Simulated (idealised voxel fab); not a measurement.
voxel transistor to metal: a process module
Square cell edge 5 nm, section width 215 nm, ID cut.
In this document a cross-section is written as a grid of square cells. It is given as a series of bands, listed from the top down, and a band is one or more rows of cells. Top height, bottom height, nm. Materials left to right, width each, nm. Single material + "full width" = fills band edge to edge. "air" = empty. Zero point of the height axis is 0; under it, received wafer = one material. Lowest band: continues down indefinitely, "0 down". Graded width ("30..40"): value in top row of band = first number; value in bottom row = second number; row-to-row change constant. Basically "no change" means that step didn't change any cell in the cross-section. Entry "Closed-off voids". Content: empty spaces with no open connection to the top, size 8 cells or greater. Each: width x height at distance. Distance: from left edge. Unit: nm. That trailing text on a step's line, after the settings, is the simulator's own remark on the step. overlay nm: how far to the right of its planned place the mask lay on this masked step (negative: to the left).
# Process steps - plan
1 RECEIVE: material Si
2 CONFORMAL_DEP: material SiO2, thk nm 5
3 CONFORMAL_DEP: material SiN, thk nm 15
4 MASKED_ETCH: tone cover, mask id ACTIVE, width nm 110, etch materials SiN, depth nm 15, overlay nm 0
5 MASKED_ETCH: tone cover, mask id ACTIVE, width nm 110, etch materials SiO2, depth nm 5, overlay nm 0
6 MASKED_ETCH: tone cover, mask id ACTIVE, width nm 110, etch materials Si, depth nm 25, overlay nm 0
7 OXIDIZE: depth nm 5
8 FILL_DEP: material SiO2, thk nm 15
9 CMP: height nm 20
10 SELECTIVE_ETCH: etch materials SiO2, depth nm 15
11 STRIP: etch materials SiN
12 SELECTIVE_ETCH: etch materials SiO2, depth nm 5
13 OXIDIZE: depth nm 5
14 DIRECTIONAL_DEP: material polySi, thk nm 30
15 DIRECTIONAL_DEP: material SiCN, thk nm 15
16 DIRECTIONAL_DEP: material aC, thk nm 15
17 PATTERN: tone cover, mask id GATE, material resist, width nm 20, thk nm 30, overlay nm 0
18 DIRECTIONAL_ETCH: etch materials aC, depth nm 15
19 STRIP: etch materials resist
20 DIRECTIONAL_ETCH: etch materials SiCN, depth nm 25
21 DIRECTIONAL_ETCH: etch materials polySi, depth nm 40
22 STRIP: etch materials aC
23 CONFORMAL_DEP: material SiO2, thk nm 5
24 DIRECTIONAL_ETCH: etch materials SiO2, depth nm 5
25 CONFORMAL_DEP: material SiN, thk nm 5
26 DIRECTIONAL_ETCH: etch materials SiN, depth nm 5
27 DIRECTIONAL_ETCH: etch materials SiO2, depth nm 5
28 DIRECTIONAL_ETCH: etch materials Si, depth nm 5
29 EPI: material pSi, thk nm 5
30 FILL_DEP: material SiO2, thk nm 5
31 CMP: height nm 30
32 STRIP: etch materials polySi
33 SELECTIVE_ETCH: etch materials SiO2, depth nm 5
34 CONFORMAL_DEP: material HfO2, thk nm 5
35 CONFORMAL_DEP: material TiN, thk nm 5
36 FILL_DEP: material W, thk nm 5
37 CMP: height nm 25
38 DIRECTIONAL_DEP: material SiO2, thk nm 15
39 DIRECTIONAL_DEP: material aC, thk nm 15
40 PATTERN: tone open, mask id CONTACT, material resist, width nm 20, pitch nm 80, thk nm 30, overlay nm 0
41 DIRECTIONAL_ETCH: etch materials aC, depth nm 15
42 STRIP: etch materials resist
43 DIRECTIONAL_ETCH: etch materials SiO2, depth nm 45
44 STRIP: etch materials aC
45 CONFORMAL_DEP: material TiN, thk nm 5
46 FILL_DEP: material W, thk nm 10
47 CMP: height nm 40
48 DIRECTIONAL_DEP: material TiN, thk nm 5
49 DIRECTIONAL_DEP: material Ru, thk nm 20
50 DIRECTIONAL_DEP: material aC, thk nm 10
51 PATTERN: tone cover, mask id METAL_1, material resist, width nm 20, pitch nm 80, thk nm 25, overlay nm 0
52 DIRECTIONAL_ETCH: etch materials aC, depth nm 10
53 STRIP: etch materials resist
54 DIRECTIONAL_ETCH: etch materials Ru, depth nm 20
55 DIRECTIONAL_ETCH: etch materials TiN, depth nm 5
56 STRIP: etch materials aC
57 CONFORMAL_DEP: material SiCN, thk nm 5
58 FILL_DEP: material SiO2, thk nm 10
59 CMP: height nm 65
60 CONFORMAL_DEP: material SiCN, thk nm 5
For clarity, it should be stated that the wafers under discussion commence in an identical condition and differ with respect to the width nm of step 17, the plan indicating the value that the first wafer had.
# Received wafers, first of several: cross-section after step 1
- 0 down: Si full width
- Closed-off voids: none
# Shown in cross-section: the first of several wafers at the end of the module, after its last step, step 60
- 70 to 65: SiCN full width
- 65 to 45: SiO2 50 nm; SiCN 5 nm; Ru 20 nm; SiCN 5 nm; SiO2 50 nm; SiCN 5 nm; Ru 20 nm; SiCN 5 nm; SiO2 55 nm
- 45 to 40: SiCN 55 nm; TiN 20 nm; SiCN 60 nm; TiN 20 nm; SiCN 60 nm
- 40 to 25: SiO2 55 nm; TiN 5 nm; W 10 nm; TiN 5 nm; SiO2 60 nm; TiN 5 nm; W 10 nm; TiN 5 nm; SiO2 60 nm
- 25 to 5: SiO2 55 nm; TiN 5 nm; W 10 nm; TiN 5 nm; SiO2 10 nm; SiN 5 nm; HfO2 5 nm; TiN 5 nm; W 10 nm; TiN 5 nm; HfO2 5 nm; SiN 5 nm; SiO2 10 nm; TiN 5 nm; W 10 nm; TiN 5 nm; SiO2 60 nm
- 5 to 0: SiO2 55 nm; TiN 5 nm; W 10 nm; TiN 5 nm; SiO2 10 nm; SiN 5 nm; HfO2 5 nm; TiN 20 nm; HfO2 5 nm; SiN 5 nm; SiO2 10 nm; TiN 5 nm; W 10 nm; TiN 5 nm; SiO2 60 nm
- 0 to -5: SiO2 55 nm; TiN 20 nm; SiO2 5 nm; pSi 5 nm; SiO2 5 nm; HfO2 30 nm; SiO2 5 nm; pSi 5 nm; SiO2 5 nm; TiN 20 nm; SiO2 60 nm
- -5 to -10: SiO2 55 nm; pSi 30 nm; Si 40 nm; pSi 30 nm; SiO2 60 nm
- -10 to -30: SiO2 55 nm; Si 100 nm; SiO2 60 nm
- -30 down: Si full width
- Closed-off voids: none
# Last wafer x-sec, end of module
- 70 to 65: SiCN full width
- 65 to 45: SiO2 50 nm; SiCN 5 nm; Ru 20 nm; SiCN 5 nm; SiO2 50 nm; SiCN 5 nm; Ru 20 nm; SiCN 5 nm; SiO2 55 nm
- 45 to 40: SiCN 55 nm; TiN 20 nm; SiCN 60 nm; TiN 20 nm; SiCN 60 nm
- 40 to 30: SiO2 55 nm; TiN 5 nm; W 10 nm; TiN 5 nm; SiO2 60 nm; TiN 5 nm; W 10 nm; TiN 5 nm; SiO2 60 nm
- 30 to 25: SiO2 55 nm; TiN 5 nm; W 10 nm; TiN 5 nm; SiO2 60 nm; TiN 10 nm; W 5 nm; TiN 5 nm; SiO2 60 nm
- 25 to 5: SiO2 55 nm; TiN 5 nm; W 10 nm; TiN 5 nm; SiN 5 nm; HfO2 5 nm; TiN 5 nm; W 35 nm; TiN 5 nm; HfO2 5 nm; SiN 5 nm; TiN 5 nm; W 5 nm; TiN 5 nm; SiO2 60 nm
- 5 to 0: SiO2 55 nm; TiN 5 nm; W 5 nm; TiN 10 nm; SiN 5 nm; HfO2 5 nm; TiN 45 nm; HfO2 5 nm; SiN 5 nm; TiN 15 nm; SiO2 60 nm
- 0 to -5: SiO2 55 nm; TiN 15 nm; pSi 5 nm; SiO2 5 nm; HfO2 55 nm; SiO2 5 nm; pSi 5 nm; TiN 10 nm; SiO2 60 nm
- -5 to -10: SiO2 55 nm; pSi 20 nm; Si 65 nm; pSi 15 nm; SiO2 60 nm
- -10 to -30: SiO2 55 nm; Si 100 nm; SiO2 60 nm
- -30 down: Si full width
- Closed-off voids: none
# Below, a row for every wafer. Read it as the end-of-module picture: for each material the wafer shows its cells gained (+) or lost (-) since it was received, and then its closed voids
width nm 20; +16 HfO2; +32 Ru; -170 Si; +94 SiCN; +10 SiN; +506 SiO2; +60 TiN; +40 W; +14 pSi; Closed-off voids: none
width nm 25; +17 HfO2; +32 Ru; -169 Si; +94 SiCN; +10 SiN; +500 SiO2; +61 TiN; +44 W; +13 pSi; Closed-off voids: none
width nm 30; +18 HfO2; +32 Ru; -168 Si; +94 SiCN; +10 SiN; +494 SiO2; +62 TiN; +48 W; +12 pSi; Closed-off voids: none
width nm 35; +19 HfO2; +32 Ru; -167 Si; +94 SiCN; +10 SiN; +489 SiO2; +63 TiN; +51 W; +11 pSi; Closed-off voids: none
width nm 40; +20 HfO2; +32 Ru; -166 Si; +94 SiCN; +10 SiN; +484 SiO2; +64 TiN; +54 W; +10 pSi; Closed-off voids: none
width nm 45; +21 HfO2; +32 Ru; -165 Si; +94 SiCN; +10 SiN; +484 SiO2; +65 TiN; +52 W; +9 pSi; Closed-off voids: none
